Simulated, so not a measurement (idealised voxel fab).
This section sets out a process module, namely voxel transistor to metal.
cross-section cut | 185 nm wide | cells 5 nm
Think of the cross-section as a grid of square cells. We describe it in bands, top to bottom, and each band covers one or more rows of those cells.
Basically the band line says how high the top is and how high the bottom is, in nm, and then what's in it from left to right, every material with its width in nm. Empty space shows up as "blank", and if a single material carries "all across" it runs the full band edge to edge.
Heights are measured from 0, the level below which the as-received wafer is all one material; the lowest band has no bottom and continues downward, written as in "top 0, no bottom".
The notation "30 to 40" denotes a width that varies across the rows of cells in the band, beginning at the first number in the top row, finishing at the second number in the bottom row, and changing by an identical amount from each row to the next.
Any step labelled "everything unchanged" changed none of the cells in the cross-section.
Look at "Non-vented voids" for the closed voids: empty spaces with no open path to the top, sized 8 cells or up. Each is width x height at distance, distance from the left edge, all nm.
That trailing text on a step's line, after the settings, is the simulator's own remark on the step.
overlay nm: on a step with a mask, how far right of its planned place the mask lay; negative means left.
So here's the lineup of process steps we planned:
- 1: RECEIVE | material Si
- 2: CONFORMAL_DEP | material SiO2 | thk nm 5
- 3: CONFORMAL_DEP | material SiN | thk nm 10
- 4: PATTERN | tone cover | mask id ACTIVE | material resist | width nm 115 | thk nm 20 | overlay nm 0
- 5: DIRECTIONAL_ETCH | etch materials SiN | depth nm 10
- 6: DIRECTIONAL_ETCH | etch materials SiO2 | depth nm 5
- 7: DIRECTIONAL_ETCH | etch materials Si | depth nm 35
- 8: STRIP | etch materials resist
- 9: OXIDIZE | depth nm 5
- 10: FILL_DEP | material SiO2 | thk nm 5
- 11: CMP | height nm 15
- 12: SELECTIVE_ETCH | etch materials SiO2 | depth nm 10
- 13: STRIP | etch materials SiN
- 14: SELECTIVE_ETCH | etch materials SiO2 | depth nm 5
- 15: OXIDIZE | depth nm 5
- 16: DIRECTIONAL_DEP | material polySi | thk nm 25
- 17: DIRECTIONAL_DEP | material SiCN | thk nm 15
- 18: MASKED_ETCH | tone cover | mask id GATE | width nm 25 | etch materials SiCN | depth nm 25 | overlay nm 0
- 19: MASKED_ETCH | tone cover | mask id GATE | width nm 25 | etch materials polySi | depth nm 35 | overlay nm 0
- 20: CONFORMAL_DEP | material SiO2 | thk nm 5
- 21: DIRECTIONAL_ETCH | etch materials SiO2 | depth nm 5
- 22: CONFORMAL_DEP | material SiN | thk nm 10
- 23: DIRECTIONAL_ETCH | etch materials SiN | depth nm 10
- 24: DIRECTIONAL_ETCH | etch materials SiO2 | depth nm 5
- 25: EPI | material pSi | thk nm 5
- 26: FILL_DEP | material SiO2 | thk nm 10
- 27: CMP | height nm 25
- 28: STRIP | etch materials polySi
- 29: SELECTIVE_ETCH | etch materials SiO2 | depth nm 5
- 30: CONFORMAL_DEP | material HfO2 | thk nm 5
- 31: CONFORMAL_DEP | material TiN | thk nm 5
- 32: FILL_DEP | material W | thk nm 10
- 33: CMP | height nm 20
- 34: DIRECTIONAL_DEP | material SiO2 | thk nm 15
- 35: PATTERN | tone open | mask id CONTACT | material resist | width nm 15 | pitch nm 80 | thk nm 20 | overlay nm 0
- 36: DIRECTIONAL_ETCH | etch materials SiO2 | depth nm 35
- 37: STRIP | etch materials resist
- 38: CONFORMAL_DEP | material TiN | thk nm 5
- 39: FILL_DEP | material Ru | thk nm 5
- 40: CMP | height nm 35
- 41: CONFORMAL_DEP | material SiN | thk nm 5
- 42: DIRECTIONAL_DEP | material lowk | thk nm 20
- 43: MASKED_ETCH | tone open | mask id METAL_1 | width nm 15 | pitch nm 80 | etch materials lowk | depth nm 20 | overlay nm 0
- 44: MASKED_ETCH | tone open | mask id METAL_1 | width nm 15 | pitch nm 80 | etch materials SiN | depth nm 5 | overlay nm 0
- 45: CONFORMAL_DEP | material TiN | thk nm 5
- 46: FILL_DEP | material Cu | thk nm 10
- 47: CMP | height nm 60
- 48: CONFORMAL_DEP | material SiN | thk nm 5
Run as planned: first of two wafers:
Wafer as received: cross-section following step 1:
    top 0, no bottom = Si all across
    Non-vented voids: none
Once step 2 is through, the wafer looks like this in cross-section:
    top 5, bottom 0 = SiO2 all across
    Nothing below the height 0 has changed.
Once step 3 is through, the wafer looks like this in cross-section:
    top 15, bottom 5 = SiN all across
    Nothing below the height 5 has changed.
Once step 4 is through, the wafer looks like this in cross-section:
    top 35, bottom 15 = blank: 35, resist: 115, blank: 35
    Nothing below the height 15 has changed.
Once step 5 is through, the wafer looks like this in cross-section:
    top 35, bottom 15 = blank: 35, resist: 115, blank: 35
    top 15, bottom 5 = blank: 35, SiN: 115, blank: 35
    Nothing below the height 5 has changed.
Once step 6 is through, the wafer looks like this in cross-section:
    top 35, bottom 15 = blank: 35, resist: 115, blank: 35
    top 15, bottom 5 = blank: 35, SiN: 115, blank: 35
    top 5, bottom 0 = blank: 35, SiO2: 115, blank: 35
    Nothing below the height 0 has changed.
Once step 7 is through, the wafer looks like this in cross-section:
    top 35, bottom 15 = blank: 35, resist: 115, blank: 35
    top 15, bottom 5 = blank: 35, SiN: 115, blank: 35
    top 5, bottom 0 = blank: 35, SiO2: 115, blank: 35
    top 0, bottom -35 = blank: 35, Si: 115, blank: 35
    Nothing below the height -35 has changed.
Once step 8 is through, the wafer looks like this in cross-section:
    top 15, bottom 5 = blank: 35, SiN: 115, blank: 35
    Nothing below the height 5 has changed.
Once step 9 is through, the wafer looks like this in cross-section:
    top 15, bottom 5 = blank: 35, SiN: 115, blank: 35
    top 5, bottom 0 = blank: 35, SiO2: 115, blank: 35
    top 0, bottom -35 = blank: 35, SiO2: 5, Si: 105, SiO2: 5, blank: 35
    top -35, bottom -40 = SiO2: 40, Si: 105, SiO2: 40
    Nothing below the height -40 has changed.
Once step 10 is through, the wafer looks like this in cross-section:
    top 20, bottom 15 = SiO2 all across
    top 15, bottom 5 = SiO2: 35, SiN: 115, SiO2: 35
    top 5, bottom 0 = SiO2 all across
    top 0, bottom -40 = SiO2: 40, Si: 105, SiO2: 40
    Nothing below the height -40 has changed.
Once step 11 is through, the wafer looks like this in cross-section:
    top 15, bottom 5 = SiO2: 35, SiN: 115, SiO2: 35
    Nothing below the height 5 has changed.
Once step 12 is through, the wafer looks like this in cross-section:
    top 15, bottom 5 = blank: 35, SiN: 115, blank: 35
    Nothing below the height 5 has changed.
Once step 13 is through, the wafer looks like this in cross-section:
    top 5, bottom 0 = SiO2 all across
    Nothing below the height 0 has changed.
Once step 14 is through, the wafer looks like this in cross-section:
    top 0, bottom -40 = SiO2: 40, Si: 105, SiO2: 40
    Nothing below the height -40 has changed.
Once step 15 is through, the wafer looks like this in cross-section:
    top 0, bottom -5 = SiO2 all across
    Nothing below the height -5 has changed.
Once step 16 is through, the wafer looks like this in cross-section:
    top 25, bottom 0 = polySi all across
    Nothing below the height 0 has changed.
Once step 17 is through, the wafer looks like this in cross-section:
    top 40, bottom 25 = SiCN all across
    Nothing below the height 25 has changed.
Once step 18 is through, the wafer looks like this in cross-section:
    top 40, bottom 25 = blank: 80, SiCN: 25, blank: 80
    Nothing below the height 25 has changed.
Once step 19 is through, the wafer looks like this in cross-section:
    top 40, bottom 25 = blank: 80, SiCN: 25, blank: 80
    top 25, bottom 0 = blank: 80, polySi: 25, blank: 80
    Nothing below the height 0 has changed.
Once step 20 is through, the wafer looks like this in cross-section:
    top 45, bottom 40 = blank: 75, SiO2: 35, blank: 75
    top 40, bottom 25 = blank: 75, SiO2: 5, SiCN: 25, SiO2: 5, blank: 75
    top 25, bottom 5 = blank: 75, SiO2: 5, polySi: 25, SiO2: 5, blank: 75
    top 5, bottom 0 = SiO2: 80, polySi: 25, SiO2: 80
    Nothing below the height 0 has changed.
Once step 21 is through, the wafer looks like this in cross-section:
    top 40, bottom 25 = blank: 75, SiO2: 5, SiCN: 25, SiO2: 5, blank: 75
    top 25, bottom 0 = blank: 75, SiO2: 5, polySi: 25, SiO2: 5, blank: 75
    Nothing below the height 0 has changed.
Once step 22 is through, the wafer looks like this in cross-section:
    top 50, bottom 40 = blank: 65, SiN: 55, blank: 65
    top 40, bottom 25 = blank: 65, SiN: 10, SiO2: 5, SiCN: 25, SiO2: 5, SiN: 10, blank: 65
    top 25, bottom 10 = blank: 65, SiN: 10, SiO2: 5, polySi: 25, SiO2: 5, SiN: 10, blank: 65
    top 10, bottom 0 = SiN: 75, SiO2: 5, polySi: 25, SiO2: 5, SiN: 75
    Nothing below the height 0 has changed.
Once step 23 is through, the wafer looks like this in cross-section:
    top 40, bottom 25 = blank: 65, SiN: 10, SiO2: 5, SiCN: 25, SiO2: 5, SiN: 10, blank: 65
    top 25, bottom 0 = blank: 65, SiN: 10, SiO2: 5, polySi: 25, SiO2: 5, SiN: 10, blank: 65
    Nothing below the height 0 has changed.
Once step 24 is through, the wafer looks like this in cross-section:
    top 40, bottom 35 = blank: 65, SiN: 10, blank: 5, SiCN: 25, blank: 5, SiN: 10, blank: 65
    top 35, bottom 25 = blank: 65, SiN: 10, SiO2: 5, SiCN: 25, SiO2: 5, SiN: 10, blank: 65
    top 25, bottom 0 = blank: 65, SiN: 10, SiO2: 5, polySi: 25, SiO2: 5, SiN: 10, blank: 65
    top 0, bottom -5 = blank: 65, SiO2: 55, blank: 65
    Nothing below the height -5 has changed.
Once step 25 is through, the wafer looks like this in cross-section:
    top 40, bottom 35 = blank: 65, SiN: 10, blank: 5, SiCN: 25, blank: 5, SiN: 10, blank: 65
    top 35, bottom 25 = blank: 65, SiN: 10, SiO2: 5, SiCN: 25, SiO2: 5, SiN: 10, blank: 65
    top 25, bottom 0 = blank: 65, SiN: 10, SiO2: 5, polySi: 25, SiO2: 5, SiN: 10, blank: 65
    top 0, bottom -5 = blank: 35, pSi: 30, SiO2: 55, pSi: 30, blank: 35
    Nothing below the height -5 has changed.
Once step 26 is through, the wafer looks like this in cross-section:
    top 50, bottom 40 = SiO2 all across
    top 40, bottom 25 = SiO2: 65, SiN: 10, SiO2: 5, SiCN: 25, SiO2: 5, SiN: 10, SiO2: 65
    top 25, bottom 0 = SiO2: 65, SiN: 10, SiO2: 5, polySi: 25, SiO2: 5, SiN: 10, SiO2: 65
    top 0, bottom -5 = SiO2: 35, pSi: 30, SiO2: 55, pSi: 30, SiO2: 35
    Nothing below the height -5 has changed.
Once step 27 is through, the wafer looks like this in cross-section:
    top 25, bottom 0 = SiO2: 65, SiN: 10, SiO2: 5, polySi: 25, SiO2: 5, SiN: 10, SiO2: 65
    Nothing below the height 0 has changed.
Once step 28 is through, the wafer looks like this in cross-section:
    top 25, bottom 0 = SiO2: 65, SiN: 10, SiO2: 5, blank: 25, SiO2: 5, SiN: 10, SiO2: 65
    Nothing below the height 0 has changed.
Once step 29 is through, the wafer looks like this in cross-section:
    top 25, bottom 20 = blank: 65, SiN: 10, blank: 35, SiN: 10, blank: 65
    top 20, bottom 0 = SiO2: 65, SiN: 10, blank: 35, SiN: 10, SiO2: 65
    top 0, bottom -5 = SiO2: 35, pSi: 30, SiO2: 10, blank: 35, SiO2: 10, pSi: 30, SiO2: 35
    Nothing below the height -5 has changed.
Once step 30 is through, the wafer looks like this in cross-section:
    top 30, bottom 25 = blank: 60, HfO2: 20, blank: 25, HfO2: 20, blank: 60
    top 25, bottom 20 = HfO2: 65, SiN: 10, HfO2: 5, blank: 25, HfO2: 5, SiN: 10, HfO2: 65
    top 20, bottom 0 = SiO2: 65, SiN: 10, HfO2: 5, blank: 25, HfO2: 5, SiN: 10, SiO2: 65
    top 0, bottom -5 = SiO2: 35, pSi: 30, SiO2: 10, HfO2: 35, SiO2: 10, pSi: 30, SiO2: 35
    Nothing below the height -5 has changed.
Once step 31 is through, the wafer looks like this in cross-section:
    top 35, bottom 30 = blank: 55, TiN: 30, blank: 15, TiN: 30, blank: 55
    top 30, bottom 25 = TiN: 60, HfO2: 20, TiN: 5, blank: 15, TiN: 5, HfO2: 20, TiN: 60
    top 25, bottom 20 = HfO2: 65, SiN: 10, HfO2: 5, TiN: 5, blank: 15, TiN: 5, HfO2: 5, SiN: 10, HfO2: 65
    top 20, bottom 5 = SiO2: 65, SiN: 10, HfO2: 5, TiN: 5, blank: 15, TiN: 5, HfO2: 5, SiN: 10, SiO2: 65
    top 5, bottom 0 = SiO2: 65, SiN: 10, HfO2: 5, TiN: 25, HfO2: 5, SiN: 10, SiO2: 65
    Nothing below the height 0 has changed.
Once step 32 is through, the wafer looks like this in cross-section:
    top 45, bottom 35 = W all across
    top 35, bottom 30 = W: 55, TiN: 30, W: 15, TiN: 30, W: 55
    top 30, bottom 25 = TiN: 60, HfO2: 20, TiN: 5, W: 15, TiN: 5, HfO2: 20, TiN: 60
    top 25, bottom 20 = HfO2: 65, SiN: 10, HfO2: 5, TiN: 5, W: 15, TiN: 5, HfO2: 5, SiN: 10, HfO2: 65
    top 20, bottom 5 = SiO2: 65, SiN: 10, HfO2: 5, TiN: 5, W: 15, TiN: 5, HfO2: 5, SiN: 10, SiO2: 65
    Nothing below the height 5 has changed.
Once step 33 is through, the wafer looks like this in cross-section:
    top 20, bottom 5 = SiO2: 65, SiN: 10, HfO2: 5, TiN: 5, W: 15, TiN: 5, HfO2: 5, SiN: 10, SiO2: 65
    Nothing below the height 5 has changed.
Once step 34 is through, the wafer looks like this in cross-section:
    top 35, bottom 20 = SiO2 all across
    Nothing below the height 20 has changed.
Once step 35 is through, the wafer looks like this in cross-section:
    top 55, bottom 35 = resist: 45, blank: 15, resist: 65, blank: 15, resist: 45
    Nothing below the height 35 has changed.
Once step 36 is through, the wafer looks like this in cross-section:
    top 55, bottom 35 = resist: 45, blank: 15, resist: 65, blank: 15, resist: 45
    top 35, bottom 20 = SiO2: 45, blank: 15, SiO2: 65, blank: 15, SiO2: 45
    top 20, bottom 5 = SiO2: 45, blank: 15, SiO2: 5, SiN: 10, HfO2: 5, TiN: 5, W: 15, TiN: 5, HfO2: 5, SiN: 10, SiO2: 5, blank: 15, SiO2: 45
    top 5, bottom 0 = SiO2: 45, blank: 15, SiO2: 5, SiN: 10, HfO2: 5, TiN: 25, HfO2: 5, SiN: 10, SiO2: 5, blank: 15, SiO2: 45
    Nothing below the height 0 has changed.
Once step 37 is through, the wafer looks like this in cross-section:
    top 35, bottom 20 = SiO2: 45, blank: 15, SiO2: 65, blank: 15, SiO2: 45
    Nothing below the height 20 has changed.
Once step 38 is through, the wafer looks like this in cross-section:
    top 40, bottom 35 = TiN: 50, blank: 5, TiN: 75, blank: 5, TiN: 50
    top 35, bottom 20 = SiO2: 45, TiN: 5, blank: 5, TiN: 5, SiO2: 65, TiN: 5, blank: 5, TiN: 5, SiO2: 45
    top 20, bottom 5 = SiO2: 45, TiN: 5, blank: 5, TiN: 5, SiO2: 5, SiN: 10, HfO2: 5, TiN: 5, W: 15, TiN: 5, HfO2: 5, SiN: 10, SiO2: 5, TiN: 5, blank: 5, TiN: 5, SiO2: 45
    top 5, bottom 0 = SiO2: 45, TiN: 15, SiO2: 5, SiN: 10, HfO2: 5, TiN: 25, HfO2: 5, SiN: 10, SiO2: 5, TiN: 15, SiO2: 45
    Nothing below the height 0 has changed.
Once step 39 is through, the wafer looks like this in cross-section:
    top 45, bottom 40 = Ru all across
    top 40, bottom 35 = TiN: 50, Ru: 5, TiN: 75, Ru: 5, TiN: 50
    top 35, bottom 20 = SiO2: 45, TiN: 5, Ru: 5, TiN: 5, SiO2: 65, TiN: 5, Ru: 5, TiN: 5, SiO2: 45
    top 20, bottom 5 = SiO2: 45, TiN: 5, Ru: 5, TiN: 5, SiO2: 5, SiN: 10, HfO2: 5, TiN: 5, W: 15, TiN: 5, HfO2: 5, SiN: 10, SiO2: 5, TiN: 5, Ru: 5, TiN: 5, SiO2: 45
    Nothing below the height 5 has changed.
Once step 40 is through, the wafer looks like this in cross-section:
    top 35, bottom 20 = SiO2: 45, TiN: 5, Ru: 5, TiN: 5, SiO2: 65, TiN: 5, Ru: 5, TiN: 5, SiO2: 45
    Nothing below the height 20 has changed.
Once step 41 is through, the wafer looks like this in cross-section:
    top 40, bottom 35 = SiN all across
    Nothing below the height 35 has changed.
Once step 42 is through, the wafer looks like this in cross-section:
    top 60, bottom 40 = lowk all across
    Nothing below the height 40 has changed.
Once step 43 is through, the wafer looks like this in cross-section:
    top 60, bottom 40 = lowk: 45, blank: 15, lowk: 65, blank: 15, lowk: 45
    Nothing below the height 40 has changed.
Once step 44 is through, the wafer looks like this in cross-section:
    top 60, bottom 40 = lowk: 45, blank: 15, lowk: 65, blank: 15, lowk: 45
    top 40, bottom 35 = SiN: 45, blank: 15, SiN: 65, blank: 15, SiN: 45
    Nothing below the height 35 has changed.
Once step 45 is through, the wafer looks like this in cross-section:
    top 65, bottom 60 = TiN: 50, blank: 5, TiN: 75, blank: 5, TiN: 50
    top 60, bottom 40 = lowk: 45, TiN: 5, blank: 5, TiN: 5, lowk: 65, TiN: 5, blank: 5, TiN: 5, lowk: 45
    top 40, bottom 35 = SiN: 45, TiN: 15, SiN: 65, TiN: 15, SiN: 45
    Nothing below the height 35 has changed.
Once step 46 is through, the wafer looks like this in cross-section:
    top 75, bottom 65 = Cu all across
    top 65, bottom 60 = TiN: 50, Cu: 5, TiN: 75, Cu: 5, TiN: 50
    top 60, bottom 40 = lowk: 45, TiN: 5, Cu: 5, TiN: 5, lowk: 65, TiN: 5, Cu: 5, TiN: 5, lowk: 45
    Nothing below the height 40 has changed.
Once step 47 is through, the wafer looks like this in cross-section:
    top 60, bottom 40 = lowk: 45, TiN: 5, Cu: 5, TiN: 5, lowk: 65, TiN: 5, Cu: 5, TiN: 5, lowk: 45
    Nothing below the height 40 has changed.
Once step 48 is through, the wafer looks like this in cross-section:
    top 65, bottom 60 = SiN all across
    Nothing below the height 60 has changed.
Okay, second wafer. Nothing different at the start, nothing different in the plan, just one mistake somewhere in the running. As far as step 42, counting that step, it's the first wafer all over again:
Cross-section of the second wafer at the time by which step 43 should have been completed according to the plan:
    top 60, bottom 40 = lowk: 45, blank: 20, lowk: 60, blank: 20, lowk: 40
    Nothing below the height 40 has changed.
Cross-section of the second wafer at the time by which step 44 should have been completed according to the plan:
    top 60, bottom 40 = lowk: 45, blank: 20, lowk: 60, blank: 20, lowk: 40
    top 40, bottom 35 = SiN: 45, blank: 15, SiN: 65, blank: 15, SiN: 45
    Nothing below the height 35 has changed.
Cross-section of the second wafer at the time by which step 45 should have been completed according to the plan:
    top 65, bottom 60 = TiN: 50, blank: 10, TiN: 70, blank: 10, TiN: 45
    top 60, bottom 45 = lowk: 45, TiN: 5, blank: 10, TiN: 5, lowk: 60, TiN: 5, blank: 10, TiN: 5, lowk: 40
    top 45, bottom 40 = lowk: 45, TiN: 5, blank: 5, TiN: 10, lowk: 60, TiN: 5, blank: 5, TiN: 10, lowk: 40
    top 40, bottom 35 = SiN: 45, TiN: 15, SiN: 65, TiN: 15, SiN: 45
    Nothing below the height 35 has changed.
Cross-section of the second wafer at the time by which step 46 should have been completed according to the plan:
    top 75, bottom 65 = Cu all across
    top 65, bottom 60 = TiN: 50, Cu: 10, TiN: 70, Cu: 10, TiN: 45
    top 60, bottom 45 = lowk: 45, TiN: 5, Cu: 10, TiN: 5, lowk: 60, TiN: 5, Cu: 10, TiN: 5, lowk: 40
    top 45, bottom 40 = lowk: 45, TiN: 5, Cu: 5, TiN: 10, lowk: 60, TiN: 5, Cu: 5, TiN: 10, lowk: 40
    Nothing below the height 40 has changed.
Cross-section of the second wafer at the time by which step 47 should have been completed according to the plan:
    top 60, bottom 45 = lowk: 45, TiN: 5, Cu: 10, TiN: 5, lowk: 60, TiN: 5, Cu: 10, TiN: 5, lowk: 40
    Nothing below the height 45 has changed.
Cross-section of the second wafer at the time by which step 48 should have been completed according to the plan:
    top 65, bottom 60 = SiN all across
    Nothing below the height 60 has changed.
Nonconformance to the process plan: planned and actual differ for step 43; actual: MASKED_ETCH | tone open | mask id METAL_1 | width nm 20 | pitch nm 80 | etch materials lowk | depth nm 20 | overlay nm 0
Wafer comparison, final, in cells, second relative to first, materials more or fewer: 6 more of Cu | 2 more of TiN | 8 fewer of lowk
